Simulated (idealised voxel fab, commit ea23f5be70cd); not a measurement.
Proc. module: voxel capacitor over wiring
Each square cell in cross-section cut measures 5 nm, and the section as a whole is 225 nm wide.
Reading order for cross-sections: top band down to bottom band. Underlying form: a grid of square cells. Band size: one or more rows of cells. Each band's line starts with the height of the band's top and of its bottom, in nm. Then come its materials from left to right, each with its width in nm. One material with "throughout" fills the band from edge to edge. "blank" is empty space. Ref level 0: as-received wafer is one material below here. Bottom band extends down with no lower bound ("from 0 down"). Width: "30 to 40" (first number = top row, second number = bottom row, same change from row to row of cells). The designation "left unchanged", where it is given for a processing step, indicates that no cell of the cross-section was altered in the course of that step. In "closed voids" the enclosed voids are listed, meaning empty spaces of 8 cells or larger without any opening to the top. The form is width x height at distance, distance from the left edge, units nm. What comes after the settings on a step's line is commentary from the simulator itself on that step. "overlay nm" on a masked step: distance the mask lay right of its planned place, negative for left.
# Here's what the planned process steps look like
1. op RECEIVE | material Si
2. op CONFORMAL_DEP | material SiO2 | thk nm 15
3. op CONFORMAL_DEP | material SiN | thk nm 5
4. op DIRECTIONAL_DEP | material SiO2 | thk nm 15
5. op DIRECTIONAL_DEP | material aC | thk nm 10
6. op PATTERN | tone open | mask id METAL_1 | material resist | width nm 20 | pitch nm 90 | thk nm 25 | overlay nm 0
7. op DIRECTIONAL_ETCH | etch materials aC | depth nm 10
8. op STRIP | etch materials resist
9. op DIRECTIONAL_ETCH | etch materials SiO2 | depth nm 15
10. op DIRECTIONAL_ETCH | etch materials SiN | depth nm 5
11. op STRIP | etch materials aC
12. op CONFORMAL_DEP | material TiN | thk nm 5
13. op FILL_DEP | material Cu | thk nm 10
14. op CMP | height nm 35
15. op EPI | material Ru | thk nm 5
16. op FILL_DEP | material SiCN | thk nm 5
17. op DIRECTIONAL_DEP | material SiO2 | thk nm 20
18. op PATTERN | tone open | mask id PLUG_1 | material resist | width nm 15 | thk nm 15 | overlay nm 0
19. op DIRECTIONAL_ETCH | etch materials SiO2 | depth nm 20
20. op DIRECTIONAL_ETCH | etch materials SiCN | depth nm 5
21. op STRIP | etch materials resist
22. op EPI | material Ru | thk nm 10
23. op EPI | material Ru | thk nm 10
24. op EPI | material Ru | thk nm 5
25. op DIRECTIONAL_DEP | material TiN | thk nm 10
26. op DIRECTIONAL_DEP | material SiN | thk nm 5
27. op DIRECTIONAL_DEP | material TiN | thk nm 5
28. op MASKED_ETCH | tone cover | mask id UPPER_PLATE | width nm 75 | etch materials TiN | depth nm 5 | overlay nm 0
29. op MASKED_ETCH | tone cover | mask id UPPER_PLATE | width nm 75 | etch materials SiN | depth nm 5 | overlay nm 0
30. op PATTERN | tone cover | mask id LOWER_PLATE | material resist | width nm 85 | thk nm 15 | overlay nm 0
31. op DIRECTIONAL_ETCH | etch materials TiN | depth nm 10
32. op STRIP | etch materials resist
33. op FILL_DEP | material SiO2 | thk nm 20
34. op CMP | height nm 100
35. op MASKED_ETCH | tone open | mask id PLUG_2 | width nm 15 | etch materials SiO2 | depth nm 15 | overlay nm 0
36. op CONFORMAL_DEP | material TiN | thk nm 5
37. op FILL_DEP | material Cu | thk nm 5
38. op CMP | height nm 100
39. op CONFORMAL_DEP | material SiCN | thk nm 5
# So this is the incoming wafer in cross-section - it's already been through step 1
* from 0 down  Si throughout
* closed voids: none
# a wafer at the end: this start, this plan, one mistake
* from 105 to 100  SiCN throughout
* from 100 to 90  SiO2 70 to 60 / TiN 15 to 25 / SiO2 140
* from 90 to 85  SiO2 60 / SiN 25 / SiO2 140
* from 85 to 80  SiO2 55 / TiN 80 / SiO2 90
* from 80 to 75  SiO2 55 / TiN 30 / SiN 50 / SiO2 90
* from 75 to 65  SiO2 50 / Ru 35 / TiN 55 / SiO2 85
* from 65 to 45  SiO2 60 / Ru 15 / SiO2 150
* from 45 to 40  SiCN 60 / Ru 15 / SiCN 150
* from 40 to 35  SiCN 50 / Ru 30 / SiCN 60 / Ru 30 / SiCN 55
* from 35 to 20  SiO2 55 / TiN 5 / Cu 10 / TiN 5 / SiO2 70 / TiN 5 / Cu 10 / TiN 5 / SiO2 60
* from 20 to 15  SiN 55 / TiN 20 / SiN 70 / TiN 20 / SiN 60
* from 15 to 0  SiO2 throughout
* from 0 down  Si throughout
* closed voids: none
Which mistake was made when the wafer was run? a duplicate execution occurred for one of the equivalent steps 22 and 23, which one being indeterminable
